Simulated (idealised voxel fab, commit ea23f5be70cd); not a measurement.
This section sets out a process module, namely voxel self aligned vias.
For reference, the cross-section in this document is cut, with width 275 nm and square cells of 5 nm.
Cross-section = grid of square cells, listed top down in bands; band = one or more rows. Each band's line starts with the height of the band's top and of its bottom, in nm. Then come its materials from left to right, each with its width in nm. One material with "everywhere" fills the band from edge to edge. "empty" is empty space. We count height from 0. Below that, the starting wafer is all one material. The lowest band never ends at the bottom but goes on down; see "0 -> down" for how that is written. Per-row width for "30 to 40": begins at first number (top row of band), ends at second number (bottom row), increment between rows held constant. Key: "changes: none" - step with no changed cell in the cross-section. "Internal closed voids" - sealed voids, min. 8 cells, no opening to top; format: width x height at distance (distance from left edge; nm throughout). On each step's line, the part that comes after the settings is the simulator's own comment on the step. overlay nm: on a step with a mask, how far right of its planned place the mask lay; negative means left.

STEPS PLANNED FOR THE PROCESS
1 RECEIVE | material Si
2 CONFORMAL_DEP | material SiO2 | thk nm 10
3 CONFORMAL_DEP | material SiCN | thk nm 5
4 DIRECTIONAL_DEP | material lowk | thk nm 20
5 DIRECTIONAL_DEP | material aC | thk nm 15
6 PATTERN | tone open | mask id LINES | material resist | width nm 25 | pitch nm 60 | thk nm 35 | overlay nm 0
7 DIRECTIONAL_ETCH | etch materials aC | depth nm 15
8 STRIP | etch materials resist
9 DIRECTIONAL_ETCH | etch materials lowk | depth nm 20
10 STRIP | etch materials aC
11 CONFORMAL_DEP | material TiN | thk nm 5
12 FILL_DEP | material W | thk nm 5
13 CMP | height nm 35
14 SELECTIVE_ETCH | etch materials W Ru TiN | depth nm 5
15 FILL_DEP | material SiN | thk nm 10
16 CMP | height nm 25
17 DIRECTIONAL_DEP | material lowk | thk nm 20
18 PATTERN | tone open | mask id VIAS | material resist | width nm 35 | pitch nm 120 | thk nm 20 | overlay nm 0
19 DIRECTIONAL_ETCH | etch materials lowk | depth nm 20
20 DIRECTIONAL_ETCH | etch materials SiN | depth nm 5
21 STRIP | etch materials resist
22 CONFORMAL_DEP | material TiN | thk nm 5
23 FILL_DEP | material W | thk nm 10
24 CMP | height nm 55
25 CONFORMAL_DEP | material SiCN | thk nm 5
Don't read the plan's height nm for step 16 as applying to every wafer: that's the first wafer's value, and the wafers differ in it, though they all start identical.

CROSS-SECTION OF THE FIRST INCOMING WAFER OF SEVERAL, STATE AFTER STEP 1
- 0 -> down = Si everywhere
- Internal closed voids: none

HERE'S THE FIRST OF SEVERAL WAFERS IN CROSS-SECTION, END OF THE MODULE, AFTER THE LAST STEP, STEP 25
- 60 -> 55 = SiCN everywhere
- 55 -> 50 = W everywhere
- 50 -> 45 = TiN: 65 / W: 25 / TiN: 95 / W: 25 / TiN: 65
- 45 -> 30 = lowk: 60 / TiN: 5 / W: 25 / TiN: 5 / lowk: 85 / TiN: 5 / W: 25 / TiN: 5 / lowk: 60
- 30 -> 25 = lowk: 60 / TiN: 35 / lowk: 85 / TiN: 35 / lowk: 60
- 25 -> 20 = lowk: 65 / TiN: 5 / W: 15 / TiN: 5 / lowk: 35 / TiN: 5 / W: 15 / TiN: 5 / lowk: 35 / TiN: 5 / W: 15 / TiN: 5 / lowk: 65
- 20 -> 15 = lowk: 65 / TiN: 25 / lowk: 35 / TiN: 25 / lowk: 35 / TiN: 25 / lowk: 65
- 15 -> 10 = SiCN everywhere
- 10 -> 0 = SiO2 everywhere
- 0 -> down = Si everywhere
- Internal closed voids: none

THE LAST WAFER AS SEEN IN CROSS-SECTION AT THE END OF THE MODULE
- 60 -> 55 = SiCN everywhere
- 55 -> 45 = lowk: 60 / TiN: 5 / W: 25 / TiN: 5 / lowk: 85 / TiN: 5 / W: 25 / TiN: 5 / lowk: 60
- 45 -> 40 = SiN: 60 / TiN: 35 / SiN: 85 / TiN: 35 / SiN: 60
- 40 -> 35 = SiN everywhere
- 35 -> 30 = lowk: 65 / SiN: 25 / lowk: 35 / SiN: 25 / lowk: 35 / SiN: 25 / lowk: 65
- 30 -> 20 = lowk: 65 / TiN: 5 / W: 15 / TiN: 5 / lowk: 35 / TiN: 5 / W: 15 / TiN: 5 / lowk: 35 / TiN: 5 / W: 15 / TiN: 5 / lowk: 65
- 20 -> 15 = lowk: 65 / TiN: 25 / lowk: 35 / TiN: 25 / lowk: 35 / TiN: 25 / lowk: 65
- 15 -> 10 = SiCN everywhere
- 10 -> 0 = SiO2 everywhere
- 0 -> down = Si everywhere
- Internal closed voids: none

HEADS UP, THIS TABLE GOES WAFER BY WAFER. A ROW TELLS YOU, AT THE END OF THE MODULE, HOW MANY CELLS OF EACH MATERIAL THAT WAFER HAS PUT ON (+) OR DROPPED (-) SINCE IT WAS RECEIVED, AND THEN ITS CLOSED VOIDS
height nm 25, +110 SiCN, +110 SiO2, +92 TiN, +104 W, +244 lowk, Internal closed voids: none
height nm 30, +110 SiCN, +110 SiO2, +98 TiN, +58 W, +284 lowk, Internal closed voids: none
height nm 35, +110 SiCN, +5 SiN, +110 SiO2, +57 TiN, +54 W, +324 lowk, Internal closed voids: none
height nm 40, +110 SiCN, +56 SiN, +110 SiO2, +53 TiN, +48 W, +283 lowk, Internal closed voids: none
height nm 45, +110 SiCN, +111 SiN, +110 SiO2, +49 TiN, +38 W, +242 lowk, Internal closed voids: none
